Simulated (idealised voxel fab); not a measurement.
Process module under the name voxel double patterning
155 nm wide, 5 nm square cells: that's cross-section cut.
This document writes a cross-section as a grid whose cells are square, and gives it as bands, listed from the top down; one or more rows of cells form a band.
Top height, bottom height, nm. Materials left to right, width each, nm. Single material + "everywhere" = fills band edge to edge. "empty" = empty.
Beneath 0, the wafer as received is one material, and that level is where height counting begins. The lowest band goes on downward without a bottom; it is written like "from 0 down".
Top row gets the first number, bottom row gets the second, and each row in between changes by the same step: that is how a band width like "30->40" works.
What does "nothing different" mean for a step? It means no cell of the cross-section changed in that step.
In the "Closed cavities" entry, you get each enclosed empty space of 8 cells or more, one with no open way to the top, written width x height at distance, distance from the left edge, in nm.
If you see something after the settings on a step's line, that's the simulator's own remark about that step.
overlay nm: on a step with a mask, how far right of its planned place the mask lay; negative means left.

-- Process steps - plan
1 op RECEIVE | material Si
2 op CONFORMAL_DEP | material SiO2 | thk nm 10
3 op DIRECTIONAL_DEP | material polySi | thk nm 15
4 op DIRECTIONAL_DEP | material SiCN | thk nm 10
5 op MASKED_ETCH | tone open | mask id FIRST | width nm 15 | pitch nm 50 | etch materials SiCN | depth nm 10 | overlay nm 0
6 op MASKED_ETCH | tone open | mask id SECOND | width nm 15 | pitch nm 50 | etch materials SiCN | depth nm 10 | overlay nm 0
7 op DIRECTIONAL_ETCH | etch materials polySi | depth nm 15
8 op STRIP | etch materials SiCN

-- Cross-section of the incoming wafer, state after step 1
> from 0 down  Si everywhere
> Closed cavities: none

-- Cross-section taken at module completion on the first of two wafers; processed per the plan
> from 25 to 10  polySi: 20; empty: 15; polySi: 10; empty: 15; polySi: 10; empty: 15; polySi: 10; empty: 15; polySi: 10; empty: 15; polySi: 20
> from 10 to 0  SiO2 everywhere
> from 0 down  Si everywhere
> Closed cavities: none

-- Cross-sectional view of the second of two wafers upon completion of the module. This wafer shared its starting condition and process plan with the first; one error was made during its execution
> from 40 to 25  polySi: 20; empty: 15; polySi: 10; empty: 15; polySi: 10; empty: 15; polySi: 10; empty: 15; polySi: 10; empty: 15; polySi: 20
> from 25 to 10  polySi everywhere
> from 10 to 0  SiO2 everywhere
> from 0 down  Si everywhere
> Closed cavities: none
The mistake made against the process plan was this: the plan's step 3 ran twice
At the finish, the second wafer shows more or fewer cells for some materials than the first does: polySi +93
